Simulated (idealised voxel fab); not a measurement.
Process module heading - voxel fin reveal
Each square cell in cross-section cut measures 5 nm, and the section as a whole is 270 nm wide.
For the purposes of this document, a cross-section shall be understood as a grid of square cells, specified as bands listed in top-to-bottom order, each band consisting of one or more rows of cells. The band entry comprises the height of the band's top followed by the height of its bottom, expressed in nm, and subsequently the band's materials from left to right, each stated together with its width in nm. Where a single material is marked with the word "all across", that material fills the band from edge to edge. The word "air" represents empty space. Where do heights start? At 0: under that level the wafer as delivered is made of one material only. And the lowest band has no floor; it just carries on downward, as in "from 0 down". Width "30..40": first value at the band's top row of cells, second value at its bottom row, equal change from row to row. "stayed the same" after a step means that no cell of the cross-section changed. Look at "Fully sealed cavities" for the closed voids: empty spaces with no open path to the top, sized 8 cells or up. Each is width x height at distance, distance from the left edge, all nm. On each step's line, the part that comes after the settings is the simulator's own comment on the step. overlay nm: step with mask; distance mask lay right of planned place; negative value = left of planned place.

[This section lists the process steps that were planned]
1: RECEIVE (material Si)
2: CONFORMAL_DEP (material SiN; thk nm 5)
3: PATTERN (tone cover; mask id FINS; material resist; width nm 15; pitch nm 35; thk nm 20; overlay nm 0)
4: DIRECTIONAL_ETCH (etch materials SiN; depth nm 5)
5: DIRECTIONAL_ETCH (etch materials Si; depth nm 35)
6: STRIP (etch materials resist)
7: OXIDIZE (depth nm 5)
8: FILL_DEP (material SiO2; thk nm 15)
9: CMP (height nm 5)
10: SELECTIVE_ETCH (etch materials SiO2; depth nm 20)
11: STRIP (etch materials SiN)
12: CONFORMAL_DEP (material SiO2; thk nm 5)

[Wafer at receipt (post step 1), cross-section]
    from 0 down | Si all across
    Fully sealed cavities: none

[first wafer at the end, as planned]
    from 5 to 0 | air 75 | SiO2 15 | air 20 | SiO2 15 | air 20 | SiO2 15 | air 20 | SiO2 15 | air 75
    from 0 to -10 | air 75 | SiO2 5 | Si 5 | SiO2 5 | air 20 | SiO2 5 | Si 5 | SiO2 5 | air 20 | SiO2 5 | Si 5 | SiO2 5 | air 20 | SiO2 5 | Si 5 | SiO2 5 | air 75
    from -10 to -40 | SiO2 80 | Si 5 | SiO2 30 | Si 5 | SiO2 30 | Si 5 | SiO2 30 | Si 5 | SiO2 80
    from -40 down | Si all across
    Fully sealed cavities: none

[Same start, same plan as the first wafer - but one mistake in the run. Cross-section of the second of the two at the end of the module]
    from 5 to 0 | air 75 | SiO2 15 | air 20 | SiO2 15 | air 20 | SiO2 15 | air 20 | SiO2 15 | air 75
    from 0 to -10 | air 75 | SiO2 5 | Si 5 | SiO2 5 | air 20 | SiO2 5 | Si 5 | SiO2 5 | air 20 | SiO2 5 | Si 5 | SiO2 5 | air 20 | SiO2 5 | Si 5 | SiO2 5 | air 75
    from -10 to -75 | SiO2 80 | Si 5 | SiO2 30 | Si 5 | SiO2 30 | Si 5 | SiO2 30 | Si 5 | SiO2 80
    from -75 down | Si all across
    Fully sealed cavities: none
what went wrong: twice over, step 5 of the plan was run
Per the end-of-run cell counts, the second wafer holds more or fewer of some materials than the first: -350 Si; +350 SiO2
